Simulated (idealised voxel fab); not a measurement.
Documented hereafter: the process module known as voxel gate over fins.
Square cell edge 5 nm, section width 215 nm, ID cut.
Throughout this document, each cross-section is represented as a grid of square cells and is presented as a sequence of bands enumerated from the top downward, where a band comprises one or more rows of cells. Per band: top height and bottom height in nm, followed by the left-to-right materials and their widths in nm; "full width" marks a single material spanning edge to edge, "empty" marks empty space. The reference from which all heights are counted is 0, the level beneath which the as-received wafer is entirely one material; the lowest band, having no lower bound, proceeds downward and is written after the example "0 -> down". The notation "30 to 40" denotes a width that varies across the rows of cells in the band, beginning at the first number in the top row, finishing at the second number in the bottom row, and changing by an identical amount from each row to the next. What does "nothing got changed" mean for a step? It means no cell of the cross-section changed in that step. Enclosed cavity list: empty space of 8 cells or more with no open way to the top, each as width x height at its distance from the left edge, in nm. The remark found on a step's line after its settings is issued by the simulator itself and pertains to that step. When a step includes a mask, the "overlay nm" setting on its line states how far to the right of its planned place that mask lay, and negative values state how far to the left.

So here's the lineup of process steps we planned
1. RECEIVE,material Si
2. CONFORMAL_DEP,material SiN,thk nm 10
3. MASKED_ETCH,tone cover,mask id FINS,width nm 15,pitch nm 40,etch materials SiN,depth nm 10,overlay nm 0
4. MASKED_ETCH,tone cover,mask id FINS,width nm 15,pitch nm 40,etch materials Si,depth nm 35,overlay nm 0
5. OXIDIZE,depth nm 5
6. FILL_DEP,material SiO2,thk nm 5
7. CMP,height nm 10
8. SELECTIVE_ETCH,etch materials SiO2,depth nm 20
9. STRIP,etch materials SiN
10. CONFORMAL_DEP,material HfO2,thk nm 5
11. CONFORMAL_DEP,material TiN,thk nm 5
12. CONFORMAL_DEP,material TiAl,thk nm 5
13. CONFORMAL_DEP,material TiN,thk nm 5
14. FILL_DEP,material W,thk nm 10
15. CMP,height nm 25
16. CONFORMAL_DEP,material SiCN,thk nm 10

Cross-section of the incoming wafer, state after step 1
* 0 -> down | Si full width
* Enclosed cavity list: none

Cross-section taken at module completion on the first of two wafers; processed per the plan
* 35 -> 25 | SiCN full width
* 25 -> 20 | W full width
* 20 -> 15 | 65 W; 85 TiN; 65 W
* 15 -> 10 | 65 W; 5 TiN; 35 TiAl; 5 TiN; 35 TiAl; 5 TiN; 65 W
* 10 -> 5 | 70 TiN; 5 TiAl; 25 TiN; 5 TiAl; 5 TiN; 5 TiAl; 25 TiN; 5 TiAl; 70 TiN
* 5 -> 0 | 75 TiAl; 5 TiN; 15 HfO2; 5 TiN; 15 TiAl; 5 TiN; 15 HfO2; 5 TiN; 75 TiAl
* 0 -> -5 | 80 TiN; 5 HfO2; 5 Si; 5 HfO2; 25 TiN; 5 HfO2; 5 Si; 5 HfO2; 80 TiN
* -5 -> -10 | 85 HfO2; 5 Si; 35 HfO2; 5 Si; 85 HfO2
* -10 -> -40 | 85 SiO2; 5 Si; 35 SiO2; 5 Si; 85 SiO2
* -40 -> down | Si full width
* Enclosed cavity list: none

This cross-section belongs to the second wafer of two at the end of the module; the start and the plan were shared with the first, and the run included one mistake
* 40 -> 25 | SiCN full width
* 25 -> 20 | W full width
* 20 -> 15 | 65 W; 85 TiN; 65 W
* 15 -> 10 | 65 W; 5 TiN; 35 TiAl; 5 TiN; 35 TiAl; 5 TiN; 65 W
* 10 -> 5 | 70 TiN; 5 TiAl; 25 TiN; 5 TiAl; 5 TiN; 5 TiAl; 25 TiN; 5 TiAl; 70 TiN
* 5 -> 0 | 75 TiAl; 5 TiN; 15 HfO2; 5 TiN; 15 TiAl; 5 TiN; 15 HfO2; 5 TiN; 75 TiAl
* 0 -> -5 | 80 TiN; 5 HfO2; 5 Si; 5 HfO2; 25 TiN; 5 HfO2; 5 Si; 5 HfO2; 80 TiN
* -5 -> -10 | 85 HfO2; 5 Si; 35 HfO2; 5 Si; 85 HfO2
* -10 -> -40 | 85 SiO2; 5 Si; 35 SiO2; 5 Si; 85 SiO2
* -40 -> down | Si full width
* Enclosed cavity list: none
So what did we get wrong on this run? not per plan at step 16, really ran CONFORMAL_DEP,material SiCN,thk nm 15
Final comparison by cell count, materials where the second wafer has more or fewer than the first: SiCN +43
